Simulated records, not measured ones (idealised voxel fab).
process module | voxel self aligned contacts
cross-section cut | 240 nm wide | cells 5 nm
A cross-section is a grid of square cells, given in bands from the top down. A band is one or more rows of cells.
Each band's line starts with the height of the band's top and of its bottom, in nm. Then come its materials from left to right, each with its width in nm. One material with "throughout" fills the band from edge to edge. "air" is empty space.
Height 0 is the level under which the wafer as received is all one material. The lowest band goes on downwards, as in "0 down".
A width such as "30 to 40" changes by the same amount from each row of cells to the next, from the band's top row to its bottom row.
"no change" after a step means that no cell of the cross-section changed.
closed voids: empty space of 8 cells or more with no open way to the top, each as width x height at its distance from the left edge, in nm
after a step's settings: what the simulator itself notes on the step
overlay nm, on a step with a mask: how far to the right of its planned place the mask lay; to the left if negative
plan
1 op RECEIVE | material Si
2 op OXIDIZE | depth nm 5
3 op DIRECTIONAL_DEP | material polySi | thk nm 30
4 op DIRECTIONAL_DEP | material SiN | thk nm 20
5 op DIRECTIONAL_DEP | material aC | thk nm 10
6 op PATTERN | tone cover | mask id GATE | material resist | width nm 25 | pitch nm 65 | thk nm 30 | overlay nm 0
7 op DIRECTIONAL_ETCH | etch materials aC | depth nm 10
8 op STRIP | etch materials resist
9 op DIRECTIONAL_ETCH | etch materials SiN | depth nm 20
10 op DIRECTIONAL_ETCH | etch materials polySi | depth nm 30
11 op STRIP | etch materials aC
12 op CONFORMAL_DEP | material SiN | thk nm 10
13 op DIRECTIONAL_ETCH | etch materials SiN | depth nm 10
14 op FILL_DEP | material SiO2 | thk nm 15
15 op CMP | height nm 60
16 op DIRECTIONAL_DEP | material aC | thk nm 10
17 op PATTERN | tone open | mask id CONTACT | material resist | width nm 50 | thk nm 25 | overlay nm 0
18 op DIRECTIONAL_ETCH | etch materials aC | depth nm 10
19 op STRIP | etch materials resist
20 op DIRECTIONAL_ETCH | etch materials SiO2 | depth nm 65
21 op STRIP | etch materials aC
22 op CONFORMAL_DEP | material TiN | thk nm 5
23 op FILL_DEP | material W | thk nm 5
24 op CMP | height nm 60
25 op CONFORMAL_DEP | material SiN | thk nm 5
first wafer, as planned
as received, after step 1
  0 down: Si throughout
  closed voids: none
after step 2
  0 to -5: SiO2 throughout
  below -5: unchanged
after step 3
  30 to 0: polySi throughout
  below 0: unchanged
after step 4
  50 to 30: SiN throughout
  below 30: unchanged
after step 5
  60 to 50: aC throughout
  below 50: unchanged
after step 6
  90 to 60: air 75 | resist 25 | air 40 | resist 25 | air 75
  below 60: unchanged
after step 7
  80 to 60: air 75 | resist 25 | air 40 | resist 25 | air 75
  60 to 50: air 75 | aC 25 | air 40 | aC 25 | air 75
  below 50: unchanged
after step 8
  60 to 50: air 75 | aC 25 | air 40 | aC 25 | air 75
  below 50: unchanged
after step 9
  60 to 50: air 75 | aC 25 | air 40 | aC 25 | air 75
  50 to 30: air 75 | SiN 25 | air 40 | SiN 25 | air 75
  below 30: unchanged
after step 10
  60 to 50: air 75 | aC 25 | air 40 | aC 25 | air 75
  50 to 30: air 75 | SiN 25 | air 40 | SiN 25 | air 75
  30 to 0: air 75 | polySi 25 | air 40 | polySi 25 | air 75
  below 0: unchanged
after step 11
  50 to 30: air 75 | SiN 25 | air 40 | SiN 25 | air 75
  below 30: unchanged
after step 12
  60 to 30: air 65 | SiN 45 | air 20 | SiN 45 | air 65
  30 to 10: air 65 | SiN 10 | polySi 25 | SiN 10 | air 20 | SiN 10 | polySi 25 | SiN 10 | air 65
  10 to 0: SiN 75 | polySi 25 | SiN 40 | polySi 25 | SiN 75
  below 0: unchanged
after step 13
  50 to 30: air 65 | SiN 45 | air 20 | SiN 45 | air 65
  30 to 0: air 65 | SiN 10 | polySi 25 | SiN 10 | air 20 | SiN 10 | polySi 25 | SiN 10 | air 65
  below 0: unchanged
after step 14
  65 to 50: SiO2 throughout
  50 to 30: SiO2 65 | SiN 45 | SiO2 20 | SiN 45 | SiO2 65
  30 to 0: SiO2 65 | SiN 10 | polySi 25 | SiN 10 | SiO2 20 | SiN 10 | polySi 25 | SiN 10 | SiO2 65
  below 0: unchanged
after step 15
  60 to 50: SiO2 throughout
  below 50: unchanged
after step 16
  70 to 60: aC throughout
  below 60: unchanged
after step 17
  95 to 70: resist 95 | air 50 | resist 95
  below 70: unchanged
after step 18
  85 to 70: resist 95 | air 50 | resist 95
  70 to 60: aC 95 | air 50 | aC 95
  below 60: unchanged
after step 19
  70 to 60: aC 95 | air 50 | aC 95
  below 60: unchanged
after step 20
  70 to 60: aC 95 | air 50 | aC 95
  60 to 50: SiO2 95 | air 50 | SiO2 95
  50 to 30: SiO2 65 | SiN 45 | air 20 | SiN 45 | SiO2 65
  30 to 0: SiO2 65 | SiN 10 | polySi 25 | SiN 10 | air 20 | SiN 10 | polySi 25 | SiN 10 | SiO2 65
  0 to -5: SiO2 110 | air 20 | SiO2 110
  below -5: unchanged
after step 21
  60 to 50: SiO2 95 | air 50 | SiO2 95
  below 50: unchanged
after step 22
  65 to 60: TiN 100 | air 40 | TiN 100
  60 to 50: SiO2 95 | TiN 5 to 20 | air 40 to 10 | TiN 5 to 20 | SiO2 95
  50 to 30: SiO2 65 | SiN 45 | TiN 5 | air 10 | TiN 5 | SiN 45 | SiO2 65
  30 to 0: SiO2 65 | SiN 10 | polySi 25 | SiN 10 | TiN 5 | air 10 | TiN 5 | SiN 10 | polySi 25 | SiN 10 | SiO2 65
  0 to -5: SiO2 110 | TiN 20 | SiO2 110
  below -5: unchanged
after step 23
  70 to 65: W throughout
  65 to 60: TiN 100 | W 40 | TiN 100
  60 to 50: SiO2 95 | TiN 5 to 20 | W 40 to 10 | TiN 5 to 20 | SiO2 95
  50 to 30: SiO2 65 | SiN 45 | TiN 5 | W 10 | TiN 5 | SiN 45 | SiO2 65
  30 to 0: SiO2 65 | SiN 10 | polySi 25 | SiN 10 | TiN 5 | W 10 | TiN 5 | SiN 10 | polySi 25 | SiN 10 | SiO2 65
  below 0: unchanged
after step 24
  60 to 50: SiO2 95 | TiN 5 to 20 | W 40 to 10 | TiN 5 to 20 | SiO2 95
  below 50: unchanged
after step 25
  65 to 60: SiN throughout
  below 60: unchanged
second wafer: like start, like plan, one mistake. Through step 11 it matches the first wafer
when step 12 should have ended
  55 to 30: air 70 | SiN 35 | air 30 | SiN 35 | air 70
  30 to 5: air 70 | SiN 5 | polySi 25 | SiN 5 | air 30 | SiN 5 | polySi 25 | SiN 5 | air 70
  5 to 0: SiN 75 | polySi 25 | SiN 40 | polySi 25 | SiN 75
  below 0: unchanged
when step 13 should have ended
  45 to 30: air 70 | SiN 35 | air 30 | SiN 35 | air 70
  30 to 0: air 70 | SiN 5 | polySi 25 | SiN 5 | air 30 | SiN 5 | polySi 25 | SiN 5 | air 70
  below 0: unchanged
when step 14 should have ended
  60 to 45: SiO2 throughout
  45 to 30: SiO2 70 | SiN 35 | SiO2 30 | SiN 35 | SiO2 70
  30 to 0: SiO2 70 | SiN 5 | polySi 25 | SiN 5 | SiO2 30 | SiN 5 | polySi 25 | SiN 5 | SiO2 70
  below 0: unchanged
when step 15 should have ended: no change
when step 16 should have ended
  70 to 60: aC throughout
  below 60: unchanged
when step 17 should have ended
  95 to 70: resist 95 | air 50 | resist 95
  below 70: unchanged
when step 18 should have ended
  85 to 70: resist 95 | air 50 | resist 95
  70 to 60: aC 95 | air 50 | aC 95
  below 60: unchanged
when step 19 should have ended
  70 to 60: aC 95 | air 50 | aC 95
  below 60: unchanged
when step 20 should have ended
  70 to 60: aC 95 | air 50 | aC 95
  60 to 45: SiO2 95 | air 50 | SiO2 95
  45 to 30: SiO2 70 | SiN 35 | air 30 | SiN 35 | SiO2 70
  30 to 0: SiO2 70 | SiN 5 | polySi 25 | SiN 5 | air 30 | SiN 5 | polySi 25 | SiN 5 | SiO2 70
  0 to -5: SiO2 105 | air 30 | SiO2 105
  below -5: unchanged
when step 21 should have ended
  60 to 45: SiO2 95 | air 50 | SiO2 95
  below 45: unchanged
when step 22 should have ended
  65 to 60: TiN 100 | air 40 | TiN 100
  60 to 50: SiO2 95 | TiN 5 | air 40 | TiN 5 | SiO2 95
  50 to 45: SiO2 95 | TiN 15 | air 20 | TiN 15 | SiO2 95
  45 to 30: SiO2 70 | SiN 35 | TiN 5 | air 20 | TiN 5 | SiN 35 | SiO2 70
  30 to 0: SiO2 70 | SiN 5 | polySi 25 | SiN 5 | TiN 5 | air 20 | TiN 5 | SiN 5 | polySi 25 | SiN 5 | SiO2 70
  0 to -5: SiO2 105 | TiN 30 | SiO2 105
  below -5: unchanged
when step 23 should have ended
  70 to 65: W throughout
  65 to 60: TiN 100 | W 40 | TiN 100
  60 to 50: SiO2 95 | TiN 5 | W 40 | TiN 5 | SiO2 95
  50 to 45: SiO2 95 | TiN 15 | W 20 | TiN 15 | SiO2 95
  45 to 30: SiO2 70 | SiN 35 | TiN 5 | W 20 | TiN 5 | SiN 35 | SiO2 70
  30 to 0: SiO2 70 | SiN 5 | polySi 25 | SiN 5 | TiN 5 | W 20 | TiN 5 | SiN 5 | polySi 25 | SiN 5 | SiO2 70
  below 0: unchanged
when step 24 should have ended
  60 to 50: SiO2 95 | TiN 5 | W 40 | TiN 5 | SiO2 95
  below 50: unchanged
when step 25 should have ended
  65 to 60: SiN throughout
  below 60: unchanged
what went wrong: step 12 ran as: op CONFORMAL_DEP | material SiN | thk nm 5
at the end the second wafer has, in cells: 54 fewer of SiN | 28 more of SiO2 | 26 more of W
